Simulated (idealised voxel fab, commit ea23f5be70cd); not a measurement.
Documented hereafter: the process module known as voxel ribs on slabs.
It is cross-section cut that appears here, measuring 250 nm in width, its square cells being 5 nm in size.
Think of the cross-section as a grid of square cells. We describe it in bands, top to bottom, and each band covers one or more rows of those cells. Look at the band entry: it leads with the top's height and the bottom's height in nm. Then it lists the materials left to right, with a width in nm for each. The word "edge to edge" on a single material says that material fills the band edge to edge. The word "blank" is empty space. All heights in this document are referenced to 0, defined as the level beneath which the wafer, as received, consists entirely of one material. The lowest band is not bounded below; it extends indefinitely downward and is written in the form "0..down". Width: "30->40" (first number = top row, second number = bottom row, same change from row to row of cells). "no alteration", as given for a step, is the statement that not any cell of the cross-section underwent a change during that step. The list in "Enclosed void listing" covers empty spaces of 8 cells or more that cannot reach the top through any open way, and it gives each as width x height at distance; the distance is from the left edge, and width, height and distance are in nm. Post-settings text on a step line: simulator's own remark regarding the step. For masked steps, "overlay nm" on the step line gives how far right of plan the mask actually lay; a minus sign means it lay to the left.
PLAN
1 op RECEIVE | material Si
2 op DIRECTIONAL_DEP | material SiO2 | thk nm 25
3 op DIRECTIONAL_DEP | material SiN | thk nm 25
4 op MASKED_ETCH | tone cover | mask id RIB | width nm 15 | etch materials SiN | depth nm 20 | overlay nm 0
5 op DIRECTIONAL_DEP | material aC | thk nm 10
6 op PATTERN | tone cover | mask id SLAB | material resist | width nm 55 | thk nm 25 | overlay nm 0
7 op DIRECTIONAL_ETCH | etch materials aC | depth nm 10
8 op STRIP | etch materials resist
9 op DIRECTIONAL_ETCH | etch materials SiN | depth nm 5
10 op STRIP | etch materials aC
11 op FILL_DEP | material SiO2 | thk nm 25
12 op CMP | height nm 65
13 op DIRECTIONAL_DEP | material TiN | thk nm 10
14 op MASKED_ETCH | tone cover | mask id HEATER | width nm 25 | etch materials TiN | depth nm 10 | overlay nm 0
15 op CONFORMAL_DEP | material SiN | thk nm 5
WAFER AS RECEIVED: CROSS-SECTION FOLLOWING STEP 1
    0..down: Si edge to edge
    Enclosed void listing: none
HERE'S THE CROSS-SECTION OF THE FIRST OF OUR TWO WAFERS AT THE END OF THE MODULE - IT RAN AS PLANNED
    80..75: 105 nm blank / 35 nm SiN / 110 nm blank
    75..70: 105 nm blank / 5 nm SiN / 25 nm TiN / 5 nm SiN / 110 nm blank
    70..65: 110 nm SiN / 25 nm TiN / 115 nm SiN
    65..50: SiO2 edge to edge
    50..30: 115 nm SiO2 / 15 nm SiN / 120 nm SiO2
    30..25: 95 nm SiO2 / 55 nm SiN / 100 nm SiO2
    25..0: SiO2 edge to edge
    0..down: Si edge to edge
    Enclosed void listing: none
CROSS-SECTIONAL IMAGE OF THE SECOND WAFER OF THE TWO FOLLOWING COMPLETION OF THE MODULE. STARTING STATE AND PROCESS PLAN WERE THE SAME AS FOR THE FIRST WAFER; ONE EXECUTION ERROR OCCURRED
    80..75: 95 nm blank / 35 nm SiN / 120 nm blank
    75..70: 95 nm blank / 5 nm SiN / 25 nm TiN / 5 nm SiN / 120 nm blank
    70..65: 100 nm SiN / 25 nm TiN / 125 nm SiN
    65..50: SiO2 edge to edge
    50..30: 115 nm SiO2 / 15 nm SiN / 120 nm SiO2
    30..25: 95 nm SiO2 / 55 nm SiN / 100 nm SiO2
    25..0: SiO2 edge to edge
    0..down: Si edge to edge
    Enclosed void listing: none
Against the plan, the run slipped here: it should be noted that step 14 was executed with settings other than those planned, the operation and settings actually applied being op MASKED_ETCH | tone cover | mask id HEATER | width nm 25 | etch materials TiN | depth nm 10 | overlay nm -10
At the end, the second wafer has the same number of cells of each material as the first, but those cells sit in other places.
